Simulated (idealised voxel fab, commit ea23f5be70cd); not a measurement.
process module | voxel trench capacitor
cross-section cut | 175 nm wide | cells 5 nm
A cross-section is a grid of square cells, given in bands from the top down. A band is one or more rows of cells.
Each band's line starts with the height of the band's top and of its bottom, in nm. Then come its materials from left to right, each with its width in nm. One material with "throughout" fills the band from edge to edge. "air" is empty space.
Height 0 is the level under which the wafer as received is all one material. The lowest band goes on downwards, as in "0 down".
A width such as "30 to 40" changes by the same amount from each row of cells to the next, from the band's top row to its bottom row.
"no change" after a step means that no cell of the cross-section changed.
closed voids: empty space of 8 cells or more with no open way to the top, each as width x height at its distance from the left edge, in nm
after a step's settings: what the simulator itself notes on the step
overlay nm, on a step with a mask: how far to the right of its planned place the mask lay; to the left if negative
plan
1 op RECEIVE | material Si
2 op CONFORMAL_DEP | material SiN | thk nm 5
3 op DIRECTIONAL_DEP | material aC | thk nm 15
4 op PATTERN | tone open | mask id TRENCH | material resist | width nm 30 | pitch nm 60 | thk nm 35 | overlay nm 0
5 op DIRECTIONAL_ETCH | etch materials aC | depth nm 15
6 op STRIP | etch materials resist
7 op DIRECTIONAL_ETCH | etch materials SiN | depth nm 5
8 op DIRECTIONAL_ETCH | etch materials Si | depth nm 40
9 op STRIP | etch materials aC
10 op CONFORMAL_DEP | material HfO2 | thk nm 5
11 op CONFORMAL_DEP | material TiN | thk nm 5
12 op FILL_DEP | material W | thk nm 5
13 op CMP | height nm 5
varied across the wafers: thk nm of step 2. The plan shows the first wafer's value. All wafers start alike
first wafer as received, after step 1
  0 down: Si throughout
  closed voids: none
each wafer at the end: cells of each material gained (+) or lost (-) since it was received, then its closed voids
thk nm 5 | +44 HfO2 | -96 Si | +23 SiN | +36 TiN | +28 W | closed voids: none
thk nm 10 | +35 SiN | closed voids: none
thk nm 15 | +35 SiN | closed voids: none
thk nm 20 | +35 SiN | closed voids: none
